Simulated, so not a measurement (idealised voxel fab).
process module | voxel released beams
190 nm wide, 5 nm square cells: that's cross-section cut.
When this document writes out a cross-section, it uses a grid of square cells and lists it as bands, beginning at the top and moving down, with a band standing for one or more rows of cells. Basically the band line says how high the top is and how high the bottom is, in nm, and then what's in it from left to right, every material with its width in nm. Empty space shows up as "air", and if a single material carries "all across" it runs the full band edge to edge. For the purposes of this specification, 0 denotes the height below which the wafer in its as-received condition is composed wholly of one material, and the lowermost band, lacking a lower limit, extends downward without end, as expressed in "z 0 and below". Top row gets the first number, bottom row gets the second, and each row in between changes by the same step: that is how a band width like "30 to 40" works. "same as before" -> step changed no cross-section cell. Look at "closed voids" for the closed voids: empty spaces with no open path to the top, sized 8 cells or up. Each is width x height at distance, distance from the left edge, all nm. Past the settings on a step's line: simulator remark, on that step. overlay nm: where the mask lay relative to plan, measured to the right, on steps with a mask; negatives go left.

Process steps (planned)
1) RECEIVE with material Si
2) CONFORMAL_DEP with material SiN, thk nm 5
3) DIRECTIONAL_DEP with material SiO2, thk nm 20
4) PATTERN with tone open, mask id ANCHOR, material resist, width nm 45, thk nm 15, overlay nm 0
5) DIRECTIONAL_ETCH with etch materials SiO2, depth nm 20
6) STRIP with etch materials resist
7) CONFORMAL_DEP with material TiN, thk nm 15
8) PATTERN with tone cover, mask id BEAM, material resist, width nm 130, thk nm 15, overlay nm 0
9) DIRECTIONAL_ETCH with etch materials TiN, depth nm 15
10) STRIP with etch materials resist
11) STRIP with etch materials SiO2

As received, after step 1
* z 0 and below: Si all across
* closed voids: none

Here's the cross-section of the first of our two wafers at the end of the module - it ran as planned
* z 40 to 25: 25 nm air; 20 nm TiN; 15 nm air; 95 nm TiN; 35 nm air
* z 25 to 20: 30 nm air; 15 nm TiN; 15 nm air; 15 nm TiN; 115 nm air
* z 20 to 5: 30 nm air; 45 nm TiN; 115 nm air
* z 5 to 0: SiN all across
* z 0 and below: Si all across
* closed voids: none

End-of-module cross-section of the second wafer: identical starting point and process plan to the first, with one processing mistake
* z 35 to 20: 25 nm air; 20 nm TiN; 15 nm air; 95 nm TiN; 35 nm air
* z 20 to 15: 30 nm air; 15 nm TiN; 15 nm air; 15 nm TiN; 115 nm air
* z 15 to 0: 30 nm air; 45 nm TiN; 115 nm air
* z 0 and below: Si all across
* closed voids: none
what went wrong: no execution of plan step 2; skipped
End of process, cell counts, second wafer against first, materials with more or fewer: SiN -38
